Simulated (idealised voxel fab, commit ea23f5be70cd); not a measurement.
Module name: voxel trench capacitor (process module)
Pictured: cross-section cut, 285 nm wide, on a grid of 5 nm square cells.
Cross-section = grid of square cells, listed top down in bands; band = one or more rows.
What a band's entry tells you: where the top is and where the bottom is, as heights in nm, and after that what lies inside, material by material from left to right, each with its width in nm. Empty space is written as the word "blank", and a single material marked with the word "everywhere" occupies the band from edge to edge.
Height 0 is the level under which the wafer as received is all one material. The lowest band goes on downwards, as in "0..down".
The expression "30 to 40" gives the width at the extremes of the band, the first number at its top row of cells and the second at its bottom row, with the width changing by equal amounts from each row to the next in between.
Basically "all unchanged" means that step didn't change any cell in the cross-section.
Reported under the label "Voids, fully enclosed" are the empty spaces having no open way to the top and comprising 8 cells or more; the notation for each is width x height at distance, in which the distance is measured from the left edge and all three values are in nm.
Past the settings on a step's line: simulator remark, on that step.
overlay nm, on a step with a mask: how far to the right of its planned place the mask lay; to the left if negative

[The planned process steps are enumerated hereunder]
1,RECEIVE | material Si
2,CONFORMAL_DEP | material SiN | thk nm 10
3,MASKED_ETCH | tone open | mask id TRENCH | width nm 25 | pitch nm 55 | etch materials SiN | depth nm 10 | overlay nm 0
4,MASKED_ETCH | tone open | mask id TRENCH | width nm 25 | pitch nm 55 | etch materials Si | depth nm 40 | overlay nm 0
5,CONFORMAL_DEP | material HfO2 | thk nm 5
6,CONFORMAL_DEP | material TiN | thk nm 5
7,FILL_DEP | material W | thk nm 10
8,CMP | height nm 10

[The cross-section here shows the wafer as received, i.e. in its state after step 1]
	0..down = Si everywhere
	Voids, fully enclosed: none

[First of two wafers, end-of-module section, run followed plan]
	10..0 = SiN 100 nm, HfO2 5 nm, TiN 5 nm, W 5 nm, TiN 5 nm, HfO2 5 nm, SiN 30 nm, HfO2 5 nm, TiN 5 nm, W 5 nm, TiN 5 nm, HfO2 5 nm, SiN 105 nm
	0..-30 = Si 100 nm, HfO2 5 nm, TiN 5 nm, W 5 nm, TiN 5 nm, HfO2 5 nm, Si 30 nm, HfO2 5 nm, TiN 5 nm, W 5 nm, TiN 5 nm, HfO2 5 nm, Si 105 nm
	-30..-35 = Si 100 nm, HfO2 5 nm, TiN 15 nm, HfO2 5 nm, Si 30 nm, HfO2 5 nm, TiN 15 nm, HfO2 5 nm, Si 105 nm
	-35..-40 = Si 100 nm, HfO2 25 nm, Si 30 nm, HfO2 25 nm, Si 105 nm
	-40..down = Si everywhere
	Voids, fully enclosed: none

[So this is wafer number two of the two, cut at the end of the module - it started where the first did and had the same plan, we just got one thing wrong running it]
	10..0 = SiN 100 nm, TiN 5 nm, HfO2 5 nm, W 5 nm, HfO2 5 nm, TiN 5 nm, SiN 30 nm, TiN 5 nm, HfO2 5 nm, W 5 nm, HfO2 5 nm, TiN 5 nm, SiN 105 nm
	0..-30 = Si 100 nm, TiN 5 nm, HfO2 5 nm, W 5 nm, HfO2 5 nm, TiN 5 nm, Si 30 nm, TiN 5 nm, HfO2 5 nm, W 5 nm, HfO2 5 nm, TiN 5 nm, Si 105 nm
	-30..-35 = Si 100 nm, TiN 5 nm, HfO2 15 nm, TiN 5 nm, Si 30 nm, TiN 5 nm, HfO2 15 nm, TiN 5 nm, Si 105 nm
	-35..-40 = Si 100 nm, TiN 25 nm, Si 30 nm, TiN 25 nm, Si 105 nm
	-40..down = Si everywhere
	Voids, fully enclosed: none
Error vs. plan: steps 5 and 6 of the plan were each performed in the slot designated for the other
Counted in cells at the end, the second wafer holds more or fewer of these materials than the first: 8 fewer of HfO2 | 8 more of TiN
